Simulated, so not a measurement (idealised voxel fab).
Process module name: voxel ribs on slabs
Section shown: cut. Width: 145 nm. Cell size: 5 nm, square.
For the purposes of this document, a cross-section shall be understood as a grid of square cells, specified as bands listed in top-to-bottom order, each band consisting of one or more rows of cells.
First you get the band's top height and its bottom height, in nm, and then the materials it's made of, left to right, with each width in nm. If you see a single material with "throughout", that one covers the band edge to edge. "empty" is empty space.
Measure heights from 0. That's the level where, below it, the as-received wafer is all one material. The lowest band is bottomless and extends downward; write it as in "0 down".
Top row gets the first number, bottom row gets the second, and each row in between changes by the same step: that is how a band width like "30->40" works.
Given "same as before" for a step, no cell of the cross-section differs between before and after that step.
The label "Closed void list" introduces a list of the empty spaces, 8 cells or larger, that have no open way up to the top; each entry in it reads width x height at distance, where the distance is taken from the left edge and all three are stated in nm.
The remark found on a step's line after its settings is issued by the simulator itself and pertains to that step.
The line of a step may include "overlay nm". On a step with a mask, this value is how far to the right of its planned place the mask lay. A negative value means the mask lay to the left.
Planned step list for the process:
1 RECEIVE with material Si
2 DIRECTIONAL_DEP with material SiO2, thk nm 25
3 DIRECTIONAL_DEP with material polySi, thk nm 15
4 DIRECTIONAL_DEP with material aC, thk nm 15
5 PATTERN with tone cover, mask id RIB, material resist, width nm 25, thk nm 35, overlay nm 0
6 DIRECTIONAL_ETCH with etch materials aC, depth nm 15
7 STRIP with etch materials resist
8 DIRECTIONAL_ETCH with etch materials polySi, depth nm 10
9 STRIP with etch materials aC
10 PATTERN with tone cover, mask id SLAB, material resist, width nm 55, thk nm 15, overlay nm 0
11 DIRECTIONAL_ETCH with etch materials polySi, depth nm 5
12 STRIP with etch materials resist
13 FILL_DEP with material SiO2, thk nm 25
14 CMP with height nm 55
15 DIRECTIONAL_DEP with material TiN, thk nm 5
16 DIRECTIONAL_DEP with material aC, thk nm 10
17 PATTERN with tone cover, mask id HEATER, material resist, width nm 35, thk nm 25, overlay nm 0
18 DIRECTIONAL_ETCH with etch materials aC, depth nm 10
19 STRIP with etch materials resist
20 DIRECTIONAL_ETCH with etch materials TiN, depth nm 5
21 STRIP with etch materials aC
22 CONFORMAL_DEP with material SiN, thk nm 10
The first of the two wafers, which ran as planned:
The cross-section here shows the wafer as received, i.e. in its state after step 1:
0 down = Si throughout
Closed void list: none
Sectional view: wafer, after step 2:
25 to 0 = SiO2 throughout
below 0: unchanged
Sectional view: wafer, after step 3:
40 to 25 = polySi throughout
below 25: unchanged
Sectional view: wafer, after step 4:
55 to 40 = aC throughout
below 40: unchanged
Sectional view: wafer, after step 5:
90 to 55 = 60 of empty; 25 of resist; 60 of empty
below 55: unchanged
Sectional view: wafer, after step 6:
75 to 55 = 60 of empty; 25 of resist; 60 of empty
55 to 40 = 60 of empty; 25 of aC; 60 of empty
below 40: unchanged
Sectional view: wafer, after step 7:
55 to 40 = 60 of empty; 25 of aC; 60 of empty
below 40: unchanged
Sectional view: wafer, after step 8:
55 to 40 = 60 of empty; 25 of aC; 60 of empty
40 to 30 = 60 of empty; 25 of polySi; 60 of empty
below 30: unchanged
Sectional view: wafer, after step 9:
40 to 30 = 60 of empty; 25 of polySi; 60 of empty
below 30: unchanged
Sectional view: wafer, after step 10:
55 to 40 = 45 of empty; 55 of resist; 45 of empty
40 to 30 = 45 of empty; 15 of resist; 25 of polySi; 15 of resist; 45 of empty
below 30: unchanged
Sectional view: wafer, after step 11:
55 to 40 = 45 of empty; 55 of resist; 45 of empty
40 to 30 = 45 of empty; 15 of resist; 25 of polySi; 15 of resist; 45 of empty
30 to 25 = 45 of empty; 55 of polySi; 45 of empty
below 25: unchanged
Sectional view: wafer, after step 12:
40 to 30 = 60 of empty; 25 of polySi; 60 of empty
below 30: unchanged
Sectional view: wafer, after step 13:
65 to 40 = SiO2 throughout
40 to 30 = 60 of SiO2; 25 of polySi; 60 of SiO2
30 to 25 = 45 of SiO2; 55 of polySi; 45 of SiO2
below 25: unchanged
Sectional view: wafer, after step 14:
55 to 40 = SiO2 throughout
below 40: unchanged
Sectional view: wafer, after step 15:
60 to 55 = TiN throughout
below 55: unchanged
Sectional view: wafer, after step 16:
70 to 60 = aC throughout
below 60: unchanged
Sectional view: wafer, after step 17:
95 to 70 = 55 of empty; 35 of resist; 55 of empty
below 70: unchanged
Sectional view: wafer, after step 18:
85 to 70 = 55 of empty; 35 of resist; 55 of empty
70 to 60 = 55 of empty; 35 of aC; 55 of empty
below 60: unchanged
Sectional view: wafer, after step 19:
70 to 60 = 55 of empty; 35 of aC; 55 of empty
below 60: unchanged
Sectional view: wafer, after step 20:
70 to 60 = 55 of empty; 35 of aC; 55 of empty
60 to 55 = 55 of empty; 35 of TiN; 55 of empty
below 55: unchanged
Sectional view: wafer, after step 21:
60 to 55 = 55 of empty; 35 of TiN; 55 of empty
below 55: unchanged
Sectional view: wafer, after step 22:
70 to 65 = 45 of empty; 55 of SiN; 45 of empty
65 to 60 = SiN throughout
60 to 55 = 55 of SiN; 35 of TiN; 55 of SiN
below 55: unchanged
Regarding the second of the two wafers: it shared the first wafer's starting condition and process plan, yet one error occurred during its execution. Its history coincides with that of the first wafer up to and including step 9:
Cross-section, second wafer, at the end time the plan gives for step 10:
55 to 40 = 45 of resist; 55 of empty; 45 of resist
40 to 30 = 45 of resist; 15 of empty; 25 of polySi; 15 of empty; 45 of resist
below 30: unchanged
Cross-section, second wafer, at the end time the plan gives for step 11:
55 to 35 = 45 of resist; 55 of empty; 45 of resist
35 to 30 = 45 of resist; 15 of empty; 25 of polySi; 15 of empty; 45 of resist
30 to 25 = 45 of polySi; 15 of empty; 25 of polySi; 15 of empty; 45 of polySi
below 25: unchanged
Cross-section, second wafer, at the end time the plan gives for step 12:
35 to 30 = 60 of empty; 25 of polySi; 60 of empty
below 30: unchanged
Cross-section, second wafer, at the end time the plan gives for step 13:
60 to 35 = SiO2 throughout
35 to 30 = 60 of SiO2; 25 of polySi; 60 of SiO2
30 to 25 = 45 of polySi; 15 of SiO2; 25 of polySi; 15 of SiO2; 45 of polySi
below 25: unchanged
Cross-section, second wafer, at the end time the plan gives for step 14:
55 to 35 = SiO2 throughout
below 35: unchanged
Cross-section, second wafer, at the end time the plan gives for step 15:
60 to 55 = TiN throughout
below 55: unchanged
Cross-section, second wafer, at the end time the plan gives for step 16:
70 to 60 = aC throughout
below 60: unchanged
Cross-section, second wafer, at the end time the plan gives for step 17:
95 to 70 = 55 of empty; 35 of resist; 55 of empty
below 70: unchanged
Cross-section, second wafer, at the end time the plan gives for step 18:
85 to 70 = 55 of empty; 35 of resist; 55 of empty
70 to 60 = 55 of empty; 35 of aC; 55 of empty
below 60: unchanged
Cross-section, second wafer, at the end time the plan gives for step 19:
70 to 60 = 55 of empty; 35 of aC; 55 of empty
below 60: unchanged
Cross-section, second wafer, at the end time the plan gives for step 20:
70 to 60 = 55 of empty; 35 of aC; 55 of empty
60 to 55 = 55 of empty; 35 of TiN; 55 of empty
below 55: unchanged
Cross-section, second wafer, at the end time the plan gives for step 21:
60 to 55 = 55 of empty; 35 of TiN; 55 of empty
below 55: unchanged
Cross-section, second wafer, at the end time the plan gives for step 22:
70 to 65 = 45 of empty; 55 of SiN; 45 of empty
65 to 60 = SiN throughout
60 to 55 = 55 of SiN; 35 of TiN; 55 of SiN
below 55: unchanged
Run error: step 10 off recipe, ran as PATTERN with tone open, mask id SLAB, material resist, width nm 55, thk nm 15, overlay nm 0
End check, counted in cells, second wafer has more or fewer of these materials than the first: 7 fewer of SiO2, 7 more of polySi
